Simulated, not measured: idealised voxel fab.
A process module follows: voxel self aligned vias.
This is section cut - it's 295 nm across, gridded in 5 nm square cells.
A cross-section in this document is a grid of square cells, and it is written down as bands, the top band listed before the ones below it; a band is made up of one or more rows of cells.
It is stipulated that each band's entry specify, in nanometres, the height of the top of the band and then that of its bottom, followed by the materials of the band in left-to-right sequence, each together with its width in nanometres. A single material marked by the word "throughout" is understood to fill the band from edge to edge; the word "air" is understood to denote empty space.
Heights are measured from 0, the level below which the as-received wafer is all one material; the lowest band has no bottom and continues downward, written as in "from 0 down".
Read "30->40" as a graded width: first number on top, second number at the bottom, same change between each pair of neighbouring rows.
"no alteration" for a step: no cell of the cross-section changed in that step.
Reported under the label "Encapsulated voids" are the empty spaces having no open way to the top and comprising 8 cells or more; the notation for each is width x height at distance, in which the distance is measured from the left edge and all three values are in nm.
Text after the settings on a step's line: the simulator's own remark on that step.
Each step line may optionally specify "overlay nm", which for a step with a mask gives the rightward distance between the mask's planned place and where it lay, a negative value indicating the leftward direction.
Structure of the following material. The material consists of pairs of cross-sections. Each pair comprises the cross-section before one process step and the cross-section after that step, the latter shown only down to the lowest band that changed. The step between the cross-sections is specified beneath each pair, including its settings. Pairs are not necessarily consecutive: they may derive from different runs of this module performed on the same starting wafer. Continuity with the pair above is to be assumed only where the entry headed "Pre-process state" of the pair in question states it.
**Pre-process state**
* from 0 down | Si throughout
* Encapsulated voids: none
**after**
* from 10 to 0 | SiO2 throughout
* All layers under 0 are left as they were.
* Encapsulated voids: none
Relating the two cross-sections above, the step in between is CONFORMAL_DEP | material SiO2 | thk nm 10
Pre-process state: just use the after drawing of the pair above as your starting point.
**after**
* from 15 to 10 | SiCN throughout
* All layers under 10 are left as they were.
* Encapsulated voids: none
Relating the two cross-sections above, the step in between is CONFORMAL_DEP | material SiCN | thk nm 5
Pre-process state: just use the after drawing of the pair above as your starting point.
**after**
* from 45 to 15 | lowk throughout
* All layers under 15 are left as they were.
* Encapsulated voids: none
Relating the two cross-sections above, the step in between is DIRECTIONAL_DEP | material lowk | thk nm 30
Pre-process state: just use the after drawing of the pair above as your starting point.
**after**
* from 60 to 45 | aC throughout
* All layers under 45 are left as they were.
* Encapsulated voids: none
Relating the two cross-sections above, the step in between is DIRECTIONAL_DEP | material aC | thk nm 15
Pre-process state: just use the after drawing of the pair above as your starting point.
**after**
* from 95 to 60 | resist 95 | air 30 | resist 40 | air 30 | resist 100
* All layers under 60 are left as they were.
* Encapsulated voids: none
Relating the two cross-sections above, the step in between is PATTERN | tone open | mask id LINES | material resist | width nm 30 | pitch nm 70 | thk nm 35 | overlay nm 0
Pre-process state: just use the after drawing of the pair above as your starting point.
**after**
* from 80 to 60 | resist 95 | air 30 | resist 40 | air 30 | resist 100
* from 60 to 45 | aC 95 | air 30 | aC 40 | air 30 | aC 100
* All layers under 45 are left as they were.
* Encapsulated voids: none
Relating the two cross-sections above, the step in between is DIRECTIONAL_ETCH | etch materials aC | depth nm 15
Pre-process state: just use the after drawing of the pair above as your starting point.
**after**
* from 60 to 45 | aC 95 | air 30 | aC 40 | air 30 | aC 100
* All layers under 45 are left as they were.
* Encapsulated voids: none
Relating the two cross-sections above, the step in between is STRIP | etch materials resist
Pre-process state: just use the after drawing of the pair above as your starting point.
**after**
* from 60 to 45 | aC 95 | air 30 | aC 40 | air 30 | aC 100
* from 45 to 15 | lowk 95 | air 30 | lowk 40 | air 30 | lowk 100
* All layers under 15 are left as they were.
* Encapsulated voids: none
Relating the two cross-sections above, the step in between is DIRECTIONAL_ETCH | etch materials lowk | depth nm 30
Pre-process state: just use the after drawing of the pair above as your starting point.
**after**
* from 45 to 15 | lowk 95 | air 30 | lowk 40 | air 30 | lowk 100
* All layers under 15 are left as they were.
* Encapsulated voids: none
Relating the two cross-sections above, the step in between is STRIP | etch materials aC
Pre-process state: just use the after drawing of the pair above as your starting point.
**after**
* from 50 to 45 | TiN 100 | air 20 | TiN 50 | air 20 | TiN 105
* from 45 to 20 | lowk 95 | TiN 5 | air 20 | TiN 5 | lowk 40 | TiN 5 | air 20 | TiN 5 | lowk 100
* from 20 to 15 | lowk 95 | TiN 30 | lowk 40 | TiN 30 | lowk 100
* All layers under 15 are left as they were.
* Encapsulated voids: none
Relating the two cross-sections above, the step in between is CONFORMAL_DEP | material TiN | thk nm 5
Pre-process state: just use the after drawing of the pair above as your starting point.
**after**
* from 60 to 50 | W throughout
* from 50 to 45 | TiN 100 | W 20 | TiN 50 | W 20 | TiN 105
* from 45 to 20 | lowk 95 | TiN 5 | W 20 | TiN 5 | lowk 40 | TiN 5 | W 20 | TiN 5 | lowk 100
* All layers under 20 are left as they were.
* Encapsulated voids: none
Relating the two cross-sections above, the step in between is FILL_DEP | material W | thk nm 10
Pre-process state: just use the after drawing of the pair above as your starting point.
**after**
* from 45 to 20 | lowk 95 | TiN 5 | W 20 | TiN 5 | lowk 40 | TiN 5 | W 20 | TiN 5 | lowk 100
* All layers under 20 are left as they were.
* Encapsulated voids: none
Relating the two cross-sections above, the step in between is CMP | height nm 45
Pre-process state: just use the after drawing of the pair above as your starting point.
**after**
* from 45 to 35 | lowk 95 | air 30 | lowk 40 | air 30 | lowk 100
* All layers under 35 are left as they were.
* Encapsulated voids: none
Relating the two cross-sections above, the step in between is SELECTIVE_ETCH | etch materials W Ru TiN | depth nm 10
Pre-process state: just use the after drawing of the pair above as your starting point.
**after**
* from 55 to 45 | SiN throughout
* from 45 to 35 | lowk 95 | SiN 30 | lowk 40 | SiN 30 | lowk 100
* All layers under 35 are left as they were.
* Encapsulated voids: none
Relating the two cross-sections above, the step in between is FILL_DEP | material SiN | thk nm 10
Pre-process state: just use the after drawing of the pair above as your starting point.
**after**
* from 45 to 35 | lowk 95 | SiN 30 | lowk 40 | SiN 30 | lowk 100
* All layers under 35 are left as they were.
* Encapsulated voids: none
Relating the two cross-sections above, the step in between is CMP | height nm 45
Pre-process state: just use the after drawing of the pair above as your starting point.
**after**
* from 65 to 45 | lowk throughout
* All layers under 45 are left as they were.
* Encapsulated voids: none
Relating the two cross-sections above, the step in between is DIRECTIONAL_DEP | material lowk | thk nm 20
Pre-process state: just use the after drawing of the pair above as your starting point.
**after**
* from 80 to 65 | resist 90 | air 40 | resist 165
* All layers under 65 are left as they were.
* Encapsulated voids: none
Relating the two cross-sections above, the step in between is PATTERN | tone open | mask id VIAS | material resist | width nm 40 | thk nm 15 | overlay nm 0
Pre-process state: just use the after drawing of the pair above as your starting point.
**after**
* from 80 to 65 | resist 90 | air 40 | resist 165
* from 65 to 45 | lowk 90 | air 40 | lowk 165
* All layers under 45 are left as they were.
* Encapsulated voids: none
Relating the two cross-sections above, the step in between is DIRECTIONAL_ETCH | etch materials lowk | depth nm 20
Pre-process state: just use the after drawing of the pair above as your starting point.
**after**
* from 80 to 65 | resist 90 | air 40 | resist 165
* from 65 to 45 | lowk 90 | air 40 | lowk 165
* from 45 to 35 | lowk 95 | air 30 | lowk 40 | SiN 30 | lowk 100
* All layers under 35 are left as they were.
* Encapsulated voids: none
Relating the two cross-sections above, the step in between is DIRECTIONAL_ETCH | etch materials SiN | depth nm 10
Pre-process state: just use the after drawing of the pair above as your starting point.
**after**
* from 65 to 45 | lowk 90 | air 40 | lowk 165
* All layers under 45 are left as they were.
* Encapsulated voids: none
Relating the two cross-sections above, the step in between is STRIP | etch materials resist
Pre-process state: just use the after drawing of the pair above as your starting point.
**after**
* from 70 to 65 | TiN 95 | air 30 | TiN 170
* from 65 to 50 | lowk 90 | TiN 5 | air 30 | TiN 5 | lowk 165
* from 50 to 45 | lowk 90 | TiN 10 | air 20 | TiN 10 | lowk 165
* from 45 to 40 | lowk 95 | TiN 5 | air 20 | TiN 5 | lowk 40 | SiN 30 | lowk 100
* from 40 to 35 | lowk 95 | TiN 30 | lowk 40 | SiN 30 | lowk 100
* All layers under 35 are left as they were.
* Encapsulated voids: none
Relating the two cross-sections above, the step in between is CONFORMAL_DEP | material TiN | thk nm 5
Pre-process state: just use the after drawing of the pair above as your starting point.
**after**
* from 75 to 70 | W throughout
* from 70 to 65 | TiN 95 | W 30 | TiN 170
* from 65 to 50 | lowk 90 | TiN 5 | W 30 | TiN 5 | lowk 165
* from 50 to 45 | lowk 90 | TiN 10 | W 20 | TiN 10 | lowk 165
* from 45 to 40 | lowk 95 | TiN 5 | W 20 | TiN 5 | lowk 40 | SiN 30 | lowk 100
* All layers under 40 are left as they were.
* Encapsulated voids: none
Relating the two cross-sections above, the step in between is FILL_DEP | material W | thk nm 5
Pre-process state: just use the after drawing of the pair above as your starting point.
**after**
* from 65 to 50 | lowk 90 | TiN 5 | W 30 | TiN 5 | lowk 165
* All layers under 50 are left as they were.
* Encapsulated voids: none
Relating the two cross-sections above, the step in between is CMP | height nm 65
Pre-process state: just use the after drawing of the pair above as your starting point.
**after**
* from 70 to 65 | SiCN throughout
* All layers under 65 are left as they were.
* Encapsulated voids: none
Relating the two cross-sections above, the step in between is CONFORMAL_DEP | material SiCN | thk nm 5
**Pre-process state**
* from 0 down | Si throughout
* Encapsulated voids: none
**after**
* from 5 to 0 | SiCN throughout
* All layers under 0 are left as they were.
* Encapsulated voids: none
Relating the two cross-sections above, the step in between is CONFORMAL_DEP | material SiCN | thk nm 5
Pre-process state: just use the after drawing of the pair above as your starting point.
**after**
* from 35 to 5 | lowk throughout
* All layers under 5 are left as they were.
* Encapsulated voids: none
Relating the two cross-sections above, the step in between is DIRECTIONAL_DEP | material lowk | thk nm 30
Pre-process state: just use the after drawing of the pair above as your starting point.
**after**
* from 50 to 35 | aC throughout
* All layers under 35 are left as they were.
* Encapsulated voids: none
Relating the two cross-sections above, the step in between is DIRECTIONAL_DEP | material aC | thk nm 15
Pre-process state: just use the after drawing of the pair above as your starting point.
**after**
* from 85 to 50 | resist 95 | air 30 | resist 40 | air 30 | resist 100
* All layers under 50 are left as they were.
* Encapsulated voids: none
Relating the two cross-sections above, the step in between is PATTERN | tone open | mask id LINES | material resist | width nm 30 | pitch nm 70 | thk nm 35 | overlay nm 0
Pre-process state: just use the after drawing of the pair above as your starting point.
**after**
* from 70 to 50 | resist 95 | air 30 | resist 40 | air 30 | resist 100
* from 50 to 35 | aC 95 | air 30 | aC 40 | air 30 | aC 100
* All layers under 35 are left as they were.
* Encapsulated voids: none
Relating the two cross-sections above, the step in between is DIRECTIONAL_ETCH | etch materials aC | depth nm 15
Pre-process state: just use the after drawing of the pair above as your starting point.
**after**
* from 50 to 35 | aC 95 | air 30 | aC 40 | air 30 | aC 100
* All layers under 35 are left as they were.
* Encapsulated voids: none
Relating the two cross-sections above, the step in between is STRIP | etch materials resist
Pre-process state: just use the after drawing of the pair above as your starting point.
**after**
* from 50 to 35 | aC 95 | air 30 | aC 40 | air 30 | aC 100
* from 35 to 5 | lowk 95 | air 30 | lowk 40 | air 30 | lowk 100
* All layers under 5 are left as they were.
* Encapsulated voids: none
Relating the two cross-sections above, the step in between is DIRECTIONAL_ETCH | etch materials lowk | depth nm 30
Pre-process state: just use the after drawing of the pair above as your starting point.
**after**
* from 35 to 5 | lowk 95 | air 30 | lowk 40 | air 30 | lowk 100
* All layers under 5 are left as they were.
* Encapsulated voids: none
Relating the two cross-sections above, the step in between is STRIP | etch materials aC
Pre-process state: just use the after drawing of the pair above as your starting point.
**after**
* from 40 to 35 | TiN 100 | air 20 | TiN 50 | air 20 | TiN 105
* from 35 to 10 | lowk 95 | TiN 5 | air 20 | TiN 5 | lowk 40 | TiN 5 | air 20 | TiN 5 | lowk 100
* from 10 to 5 | lowk 95 | TiN 30 | lowk 40 | TiN 30 | lowk 100
* All layers under 5 are left as they were.
* Encapsulated voids: none
Relating the two cross-sections above, the step in between is CONFORMAL_DEP | material TiN | thk nm 5
Pre-process state: just use the after drawing of the pair above as your starting point.
**after**
* from 50 to 40 | W throughout
* from 40 to 35 | TiN 100 | W 20 | TiN 50 | W 20 | TiN 105
* from 35 to 10 | lowk 95 | TiN 5 | W 20 | TiN 5 | lowk 40 | TiN 5 | W 20 | TiN 5 | lowk 100
* All layers under 10 are left as they were.
* Encapsulated voids: none
Relating the two cross-sections above, the step in between is FILL_DEP | material W | thk nm 10
Pre-process state: just use the after drawing of the pair above as your starting point.
**after**
* from 45 to 40 | W throughout
* All layers under 40 are left as they were.
* Encapsulated voids: none
Relating the two cross-sections above, the step in between is CMP | height nm 45
Pre-process state: just use the after drawing of the pair above as your starting point.
**after**
* from 35 to 10 | lowk 95 | TiN 5 | W 20 | TiN 5 | lowk 40 | TiN 5 | W 20 | TiN 5 | lowk 100
* All layers under 10 are left as they were.
* Encapsulated voids: none
Relating the two cross-sections above, the step in between is SELECTIVE_ETCH | etch materials W Ru TiN | depth nm 10
Pre-process state: just use the after drawing of the pair above as your starting point.
**after**
* from 45 to 35 | SiN throughout
* All layers under 35 are left as they were.
* Encapsulated voids: none
Relating the two cross-sections above, the step in between is FILL_DEP | material SiN | thk nm 10
Pre-process state: just use the after drawing of the pair above as your starting point.
**after**
* from 65 to 45 | lowk throughout
* All layers under 45 are left as they were.
* Encapsulated voids: none
Relating the two cross-sections above, the step in between is DIRECTIONAL_DEP | material lowk | thk nm 20
Pre-process state: just use the after drawing of the pair above as your starting point.
**after**
* from 80 to 65 | resist 90 | air 40 | resist 165
* All layers under 65 are left as they were.
* Encapsulated voids: none
Relating the two cross-sections above, the step in between is PATTERN | tone open | mask id VIAS | material resist | width nm 40 | thk nm 15 | overlay nm 0
Pre-process state: just use the after drawing of the pair above as your starting point.
**after**
* from 80 to 65 | resist 90 | air 40 | resist 165
* from 65 to 45 | lowk 90 | air 40 | lowk 165
* All layers under 45 are left as they were.
* Encapsulated voids: none
Relating the two cross-sections above, the step in between is DIRECTIONAL_ETCH | etch materials lowk | depth nm 20
Pre-process state: just use the after drawing of the pair above as your starting point.
**after**
* from 80 to 65 | resist 90 | air 40 | resist 165
* from 65 to 45 | lowk 90 | air 40 | lowk 165
* from 45 to 35 | SiN 90 | air 40 | SiN 165
* All layers under 35 are left as they were.
* Encapsulated voids: none
Relating the two cross-sections above, the step in between is DIRECTIONAL_ETCH | etch materials SiN | depth nm 10
Pre-process state: just use the after drawing of the pair above as your starting point.
**after**
* from 65 to 45 | lowk 90 | air 40 | lowk 165
* All layers under 45 are left as they were.
* Encapsulated voids: none
Relating the two cross-sections above, the step in between is STRIP | etch materials resist
Pre-process state: just use the after drawing of the pair above as your starting point.
**after**
* from 70 to 65 | TiN 95 | air 30 | TiN 170
* from 65 to 45 | lowk 90 | TiN 5 | air 30 | TiN 5 | lowk 165
* from 45 to 40 | SiN 90 | TiN 5 | air 30 | TiN 5 | SiN 165
* from 40 to 35 | SiN 90 | TiN 40 | SiN 165
* All layers under 35 are left as they were.
* Encapsulated voids: none
Relating the two cross-sections above, the step in between is CONFORMAL_DEP | material TiN | thk nm 5
Pre-process state: just use the after drawing of the pair above as your starting point.
**after**
* from 75 to 70 | W throughout
* from 70 to 65 | TiN 95 | W 30 | TiN 170
* from 65 to 45 | lowk 90 | TiN 5 | W 30 | TiN 5 | lowk 165
* from 45 to 40 | SiN 90 | TiN 5 | W 30 | TiN 5 | SiN 165
* All layers under 40 are left as they were.
* Encapsulated voids: none
Relating the two cross-sections above, the step in between is FILL_DEP | material W | thk nm 5
Pre-process state: just use the after drawing of the pair above as your starting point.
**after**
* from 65 to 45 | lowk 90 | TiN 5 | W 30 | TiN 5 | lowk 165
* All layers under 45 are left as they were.
* Encapsulated voids: none
Relating the two cross-sections above, the step in between is CMP | height nm 65
Pre-process state: just use the after drawing of the pair above as your starting point.
**after**
* from 70 to 65 | SiCN throughout
* All layers under 65 are left as they were.
* Encapsulated voids: none
Relating the two cross-sections above, the step in between is CONFORMAL_DEP | material SiCN | thk nm 5
**Pre-process state**
* from 80 to 65 | resist 90 | air 40 | resist 165
* from 65 to 45 | lowk 90 | air 40 | lowk 165
* from 45 to 35 | lowk 95 | SiN 30 | lowk 40 | SiN 30 | lowk 100
* from 35 to 20 | lowk 95 | TiN 5 | W 20 | TiN 5 | lowk 40 | TiN 5 | W 20 | TiN 5 | lowk 100
* from 20 to 15 | lowk 95 | TiN 30 | lowk 40 | TiN 30 | lowk 100
* from 15 to 10 | SiCN throughout
* from 10 to 0 | SiO2 throughout
* from 0 down | Si throughout
* Encapsulated voids: none
**after**
* from 80 to 65 | resist 90 | air 40 | resist 165
* from 65 to 45 | lowk 90 | air 40 | lowk 165
* from 45 to 35 | lowk 90 | air 5 | SiN 30 | air 5 | lowk 35 | SiN 30 | lowk 100
* from 35 to 25 | lowk 90 | air 5 | TiN 5 | W 20 | TiN 5 | air 5 | lowk 35 | TiN 5 | W 20 | TiN 5 | lowk 100
* All layers under 25 are left as they were.
* Encapsulated voids: none
Relating the two cross-sections above, the step in between is DIRECTIONAL_ETCH | etch materials lowk | depth nm 20
Pre-process state: just use the after drawing of the pair above as your starting point.
**after**
* from 80 to 65 | resist 90 | air 40 | resist 165
* from 65 to 45 | lowk 90 | air 40 | lowk 165
* from 45 to 35 | lowk 90 | air 40 | lowk 35 | SiN 30 | lowk 100
* All layers under 35 are left as they were.
* Encapsulated voids: none
Relating the two cross-sections above, the step in between is DIRECTIONAL_ETCH | etch materials SiN | depth nm 10
Pre-process state: just use the after drawing of the pair above as your starting point.
**after**
* from 65 to 45 | lowk 90 | air 40 | lowk 165
* All layers under 45 are left as they were.
* Encapsulated voids: none
Relating the two cross-sections above, the step in between is STRIP | etch materials resist
Pre-process state: just use the after drawing of the pair above as your starting point.
**after**
* from 70 to 65 | TiN 95 | air 30 | TiN 170
* from 65 to 45 | lowk 90 | TiN 5 | air 30 | TiN 5 | lowk 165
* from 45 to 40 | lowk 90 | TiN 5 | air 30 | TiN 5 | lowk 35 | SiN 30 | lowk 100
* from 40 to 35 | lowk 90 | TiN 40 | lowk 35 | SiN 30 | lowk 100
* from 35 to 25 | lowk 90 | TiN 10 | W 20 | TiN 10 | lowk 35 | TiN 5 | W 20 | TiN 5 | lowk 100
* All layers under 25 are left as they were.
* Encapsulated voids: none
Relating the two cross-sections above, the step in between is CONFORMAL_DEP | material TiN | thk nm 5
Pre-process state: just use the after drawing of the pair above as your starting point.
**after**
* from 75 to 70 | W throughout
* from 70 to 65 | TiN 95 | W 30 | TiN 170
* from 65 to 45 | lowk 90 | TiN 5 | W 30 | TiN 5 | lowk 165
* from 45 to 40 | lowk 90 | TiN 5 | W 30 | TiN 5 | lowk 35 | SiN 30 | lowk 100
* All layers under 40 are left as they were.
* Encapsulated voids: none
Relating the two cross-sections above, the step in between is FILL_DEP | material W | thk nm 5
Pre-process state: just use the after drawing of the pair above as your starting point.
**after**
* from 65 to 45 | lowk 90 | TiN 5 | W 30 | TiN 5 | lowk 165
* All layers under 45 are left as they were.
* Encapsulated voids: none
Relating the two cross-sections above, the step in between is CMP | height nm 65
Pre-process state: just use the after drawing of the pair above as your starting point.
**after**
* from 70 to 65 | SiCN throughout
* All layers under 65 are left as they were.
* Encapsulated voids: none
Relating the two cross-sections above, the step in between is CONFORMAL_DEP | material SiCN | thk nm 5
**Pre-process state**
* from 10 to 0 | SiO2 throughout
* from 0 down | Si throughout
* Encapsulated voids: none
**after**
* from 40 to 10 | lowk throughout
* All layers under 10 are left as they were.
* Encapsulated voids: none
Relating the two cross-sections above, the step in between is DIRECTIONAL_DEP | material lowk | thk nm 30
Pre-process state: just use the after drawing of the pair above as your starting point.
**after**
* from 45 to 40 | SiCN throughout
* All layers under 40 are left as they were.
* Encapsulated voids: none
Relating the two cross-sections above, the step in between is CONFORMAL_DEP | material SiCN | thk nm 5
Pre-process state: just use the after drawing of the pair above as your starting point.
**after**
* from 60 to 45 | aC throughout
* All layers under 45 are left as they were.
* Encapsulated voids: none
Relating the two cross-sections above, the step in between is DIRECTIONAL_DEP | material aC | thk nm 15
Pre-process state: just use the after drawing of the pair above as your starting point.
**after**
* from 95 to 60 | resist 95 | air 30 | resist 40 | air 30 | resist 100
* All layers under 60 are left as they were.
* Encapsulated voids: none
Relating the two cross-sections above, the step in between is PATTERN | tone open | mask id LINES | material resist | width nm 30 | pitch nm 70 | thk nm 35 | overlay nm 0
Pre-process state: just use the after drawing of the pair above as your starting point.
**after**
* from 80 to 60 | resist 95 | air 30 | resist 40 | air 30 | resist 100
* from 60 to 45 | aC 95 | air 30 | aC 40 | air 30 | aC 100
* All layers under 45 are left as they were.
* Encapsulated voids: none
Relating the two cross-sections above, the step in between is DIRECTIONAL_ETCH | etch materials aC | depth nm 15
Pre-process state: just use the after drawing of the pair above as your starting point.
**after**
* from 60 to 45 | aC 95 | air 30 | aC 40 | air 30 | aC 100
* All layers under 45 are left as they were.
* Encapsulated voids: none
Relating the two cross-sections above, the step in between is STRIP | etch materials resist
Pre-process state: just use the after drawing of the pair above as your starting point.
**after**
* from 45 to 40 | SiCN throughout
* All layers under 40 are left as they were.
* Encapsulated voids: none
Relating the two cross-sections above, the step in between is STRIP | etch materials aC
Pre-process state: just use the after drawing of the pair above as your starting point.
**after**
* from 50 to 45 | TiN throughout
* All layers under 45 are left as they were.
* Encapsulated voids: none
Relating the two cross-sections above, the step in between is CONFORMAL_DEP | material TiN | thk nm 5
Pre-process state: just use the after drawing of the pair above as your starting point.
**after**
* from 60 to 50 | W throughout
* All layers under 50 are left as they were.
* Encapsulated voids: none
Relating the two cross-sections above, the step in between is FILL_DEP | material W | thk nm 10
Pre-process state: just use the after drawing of the pair above as your starting point.
**after**
* from 45 to 40 | SiCN throughout
* All layers under 40 are left as they were.
* Encapsulated voids: none
Relating the two cross-sections above, the step in between is CMP | height nm 45
Pre-process state: just use the after drawing of the pair above as your starting point.
**after**
* from 55 to 45 | SiN throughout
* All layers under 45 are left as they were.
* Encapsulated voids: none
Relating the two cross-sections above, the step in between is FILL_DEP | material SiN | thk nm 10
Pre-process state: just use the after drawing of the pair above as your starting point.
**after**
* from 45 to 40 | SiCN throughout
* All layers under 40 are left as they were.
* Encapsulated voids: none
Relating the two cross-sections above, the step in between is CMP | height nm 45
Pre-process state: just use the after drawing of the pair above as your starting point.
**after**
* from 65 to 45 | lowk throughout
* All layers under 45 are left as they were.
* Encapsulated voids: none
Relating the two cross-sections above, the step in between is DIRECTIONAL_DEP | material lowk | thk nm 20
Pre-process state: just use the after drawing of the pair above as your starting point.
**after**
* from 80 to 65 | resist 90 | air 40 | resist 165
* All layers under 65 are left as they were.
* Encapsulated voids: none
Relating the two cross-sections above, the step in between is PATTERN | tone open | mask id VIAS | material resist | width nm 40 | thk nm 15 | overlay nm 0
Pre-process state: just use the after drawing of the pair above as your starting point.
**after**
* from 80 to 65 | resist 90 | air 40 | resist 165
* from 65 to 45 | lowk 90 | air 40 | lowk 165
* All layers under 45 are left as they were.
* Encapsulated voids: none
Relating the two cross-sections above, the step in between is DIRECTIONAL_ETCH | etch materials lowk | depth nm 20
Pre-process state: just use the after drawing of the pair above as your starting point.
**after**
* from 65 to 45 | lowk 90 | air 40 | lowk 165
* All layers under 45 are left as they were.
* Encapsulated voids: none
Relating the two cross-sections above, the step in between is STRIP | etch materials resist
Pre-process state: just use the after drawing of the pair above as your starting point.
**after**
* from 70 to 65 | TiN 95 | air 30 | TiN 170
* from 65 to 50 | lowk 90 | TiN 5 | air 30 | TiN 5 | lowk 165
* from 50 to 45 | lowk 90 | TiN 40 | lowk 165
* All layers under 45 are left as they were.
* Encapsulated voids: none
Relating the two cross-sections above, the step in between is CONFORMAL_DEP | material TiN | thk nm 5
Pre-process state: just use the after drawing of the pair above as your starting point.
**after**
* from 75 to 70 | W throughout
* from 70 to 65 | TiN 95 | W 30 | TiN 170
* from 65 to 50 | lowk 90 | TiN 5 | W 30 | TiN 5 | lowk 165
* All layers under 50 are left as they were.
* Encapsulated voids: none
Relating the two cross-sections above, the step in between is FILL_DEP | material W | thk nm 5
Pre-process state: just use the after drawing of the pair above as your starting point.
**after**
* from 65 to 50 | lowk 90 | TiN 5 | W 30 | TiN 5 | lowk 165
* All layers under 50 are left as they were.
* Encapsulated voids: none
Relating the two cross-sections above, the step in between is CMP | height nm 65
Pre-process state: just use the after drawing of the pair above as your starting point.
**after**
* from 70 to 65 | SiCN throughout
* All layers under 65 are left as they were.
* Encapsulated voids: none
Relating the two cross-sections above, the step in between is CONFORMAL_DEP | material SiCN | thk nm 5
**Pre-process state**
* from 75 to 70 | W throughout
* from 70 to 65 | TiN 95 | W 30 | TiN 170
* from 65 to 50 | lowk 90 | TiN 5 | W 30 | TiN 5 | lowk 165
* from 50 to 45 | lowk 90 | TiN 10 | W 20 | TiN 10 | lowk 165
* from 45 to 40 | lowk 95 | TiN 5 | W 20 | TiN 5 | lowk 40 | SiN 30 | lowk 100
* from 40 to 35 | lowk 95 | TiN 30 | lowk 40 | SiN 30 | lowk 100
* from 35 to 20 | lowk 95 | TiN 5 | W 20 | TiN 5 | lowk 40 | TiN 5 | W 20 | TiN 5 | lowk 100
* from 20 to 15 | lowk 95 | TiN 30 | lowk 40 | TiN 30 | lowk 100
* from 15 to 10 | SiCN throughout
* from 10 to 0 | SiO2 throughout
* from 0 down | Si throughout
* Encapsulated voids: none
**after**
* from 70 to 65 | TiN 95 | W 30 | TiN 170
* All layers under 65 are left as they were.
* Encapsulated voids: none
Relating the two cross-sections above, the step in between is CMP | height nm 70
Pre-process state: just use the after drawing of the pair above as your starting point.
**after**
* from 75 to 70 | SiCN throughout
* All layers under 70 are left as they were.
* Encapsulated voids: none
Relating the two cross-sections above, the step in between is CONFORMAL_DEP | material SiCN | thk nm 5
**Pre-process state**
* from 60 to 45 | aC throughout
* from 45 to 15 | lowk throughout
* from 15 to 10 | SiCN throughout
* from 10 to 0 | SiO2 throughout
* from 0 down | Si throughout
* Encapsulated voids: none
**after**
* from 95 to 60 | resist 100 | air 20 | resist 50 | air 20 | resist 105
* All layers under 60 are left as they were.
* Encapsulated voids: none
Relating the two cross-sections above, the step in between is PATTERN | tone open | mask id LINES | material resist | width nm 20 | pitch nm 70 | thk nm 35 | overlay nm 0
Pre-process state: just use the after drawing of the pair above as your starting point.
**after**
* from 80 to 60 | resist 100 | air 20 | resist 50 | air 20 | resist 105
* from 60 to 45 | aC 100 | air 20 | aC 50 | air 20 | aC 105
* All layers under 45 are left as they were.
* Encapsulated voids: none
Relating the two cross-sections above, the step in between is DIRECTIONAL_ETCH | etch materials aC | depth nm 15
Pre-process state: just use the after drawing of the pair above as your starting point.
**after**
* from 60 to 45 | aC 100 | air 20 | aC 50 | air 20 | aC 105
* All layers under 45 are left as they were.
* Encapsulated voids: none
Relating the two cross-sections above, the step in between is STRIP | etch materials resist
Pre-process state: just use the after drawing of the pair above as your starting point.
**after**
* from 60 to 45 | aC 100 | air 20 | aC 50 | air 20 | aC 105
* from 45 to 15 | lowk 100 | air 20 | lowk 50 | air 20 | lowk 105
* All layers under 15 are left as they were.
* Encapsulated voids: none
Relating the two cross-sections above, the step in between is DIRECTIONAL_ETCH | etch materials lowk | depth nm 30
Pre-process state: just use the after drawing of the pair above as your starting point.
**after**
* from 45 to 15 | lowk 100 | air 20 | lowk 50 | air 20 | lowk 105
* All layers under 15 are left as they were.
* Encapsulated voids: none
Relating the two cross-sections above, the step in between is STRIP | etch materials aC
Pre-process state: just use the after drawing of the pair above as your starting point.
**after**
* from 50 to 45 | TiN 105 | air 10 | TiN 60 | air 10 | TiN 110
* from 45 to 20 | lowk 100 | TiN 5 | air 10 | TiN 5 | lowk 50 | TiN 5 | air 10 | TiN 5 | lowk 105
* from 20 to 15 | lowk 100 | TiN 20 | lowk 50 | TiN 20 | lowk 105
* All layers under 15 are left as they were.
* Encapsulated voids: none
Relating the two cross-sections above, the step in between is CONFORMAL_DEP | material TiN | thk nm 5
Pre-process state: just use the after drawing of the pair above as your starting point.
**after**
* from 60 to 50 | W throughout
* from 50 to 45 | TiN 105 | W 10 | TiN 60 | W 10 | TiN 110
* from 45 to 20 | lowk 100 | TiN 5 | W 10 | TiN 5 | lowk 50 | TiN 5 | W 10 | TiN 5 | lowk 105
* All layers under 20 are left as they were.
* Encapsulated voids: none
Relating the two cross-sections above, the step in between is FILL_DEP | material W | thk nm 10
Pre-process state: just use the after drawing of the pair above as your starting point.
**after**
* from 45 to 20 | lowk 100 | TiN 5 | W 10 | TiN 5 | lowk 50 | TiN 5 | W 10 | TiN 5 | lowk 105
* All layers under 20 are left as they were.
* Encapsulated voids: none
Relating the two cross-sections above, the step in between is CMP | height nm 45
Pre-process state: just use the after drawing of the pair above as your starting point.
**after**
* from 45 to 35 | lowk 100 | air 20 | lowk 50 | air 20 | lowk 105
* All layers under 35 are left as they were.
* Encapsulated voids: none
Relating the two cross-sections above, the step in between is SELECTIVE_ETCH | etch materials W Ru TiN | depth nm 10
Pre-process state: just use the after drawing of the pair above as your starting point.
**after**
* from 55 to 45 | SiN throughout
* from 45 to 35 | lowk 100 | SiN 20 | lowk 50 | SiN 20 | lowk 105
* All layers under 35 are left as they were.
* Encapsulated voids: none
Relating the two cross-sections above, the step in between is FILL_DEP | material SiN | thk nm 10
Pre-process state: just use the after drawing of the pair above as your starting point.
**after**
* from 45 to 35 | lowk 100 | SiN 20 | lowk 50 | SiN 20 | lowk 105
* All layers under 35 are left as they were.
* Encapsulated voids: none
Relating the two cross-sections above, the step in between is CMP | height nm 45
Pre-process state: just use the after drawing of the pair above as your starting point.
**after**
* from 65 to 45 | lowk throughout
* All layers under 45 are left as they were.
* Encapsulated voids: none
Relating the two cross-sections above, the step in between is DIRECTIONAL_DEP | material lowk | thk nm 20
Pre-process state: just use the after drawing of the pair above as your starting point.
**after**
* from 80 to 65 | resist 90 | air 40 | resist 165
* All layers under 65 are left as they were.
* Encapsulated voids: none
Relating the two cross-sections above, the step in between is PATTERN | tone open | mask id VIAS | material resist | width nm 40 | thk nm 15 | overlay nm 0
Pre-process state: just use the after drawing of the pair above as your starting point.
**after**
* from 80 to 65 | resist 90 | air 40 | resist 165
* from 65 to 45 | lowk 90 | air 40 | lowk 165
* All layers under 45 are left as they were.
* Encapsulated voids: none
Relating the two cross-sections above, the step in between is DIRECTIONAL_ETCH | etch materials lowk | depth nm 20
